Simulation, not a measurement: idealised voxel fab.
Herein follows the process module entitled voxel tone inversion.
The cross-section on display is named cut; it measures 250 nm wide, and its cells are 5 nm squares.
Throughout this document, each cross-section is represented as a grid of square cells and is presented as a sequence of bands enumerated from the top downward, where a band comprises one or more rows of cells. Heads up on the band format: heights come first, top then bottom, in nm. After that it's the materials left to right, each with its width in nm. A single material flagged "edge to edge" fills the whole band edge to edge, and "blank" means there's empty space there. Convention: height 0 is the level below which the wafer, as received, is all one material. The lowest band does not terminate at the bottom but continues downward, represented as "0 and below". Graded width ("30 to 40"): value in top row of band = first number; value in bottom row = second number; row-to-row change constant. You'll sometimes find "nothing was modified" written for a step, and that's the way of saying that nowhere in the cross-section did a cell change during that step. Empty spaces without an open route to the top, at least 8 cells in extent, make up the entry "Closed internal voids"; each is given as width x height at distance, where the distance is measured from the left edge, and all are in nm. The remark found on a step's line after its settings is issued by the simulator itself and pertains to that step. On any step carrying a mask, the "overlay nm" setting, if present on the step's line, tells how far right of its planned place the mask lay; negative values point to the left.

The process steps that were planned are listed below
1,RECEIVE, material Si
2,CONFORMAL_DEP, material SiCN, thk nm 5
3,DIRECTIONAL_DEP, material aC, thk nm 20
4,PATTERN, tone cover, mask id POSTS, material resist, width nm 15, pitch nm 35, thk nm 30, overlay nm 0
5,DIRECTIONAL_ETCH, etch materials aC, depth nm 20
6,STRIP, etch materials resist
7,FILL_DEP, material lowk, thk nm 10
8,CMP, height nm 25
9,STRIP, etch materials aC
10,CONFORMAL_DEP, material TiN, thk nm 5
11,FILL_DEP, material W, thk nm 5
12,CMP, height nm 25
13,CONFORMAL_DEP, material SiN, thk nm 5

Cross-section of the incoming wafer, state after step 1
    0 and below | Si edge to edge
    Closed internal voids: none

The plan above was carried out on the starting structure above with one mistake, and this cross-section shows the wafer at the end of the module
    30 down to 25 | SiN edge to edge
    25 down to 10 | 70 lowk | 5 TiN | 5 W | 5 TiN | 20 lowk | 5 TiN | 5 W | 5 TiN | 20 lowk | 5 TiN | 5 W | 5 TiN | 20 lowk | 5 TiN | 5 W | 5 TiN | 60 lowk
    10 down to 5 | 70 lowk | 15 TiN | 20 lowk | 15 TiN | 20 lowk | 15 TiN | 20 lowk | 15 TiN | 60 lowk
    5 down to 0 | SiCN edge to edge
    0 and below | Si edge to edge
    Closed internal voids: none
The mistake made against the process plan was this: in deviation from the planned setting, step 4 was conducted as PATTERN, tone cover, mask id POSTS, material resist, width nm 15, pitch nm 35, thk nm 30, overlay nm 5
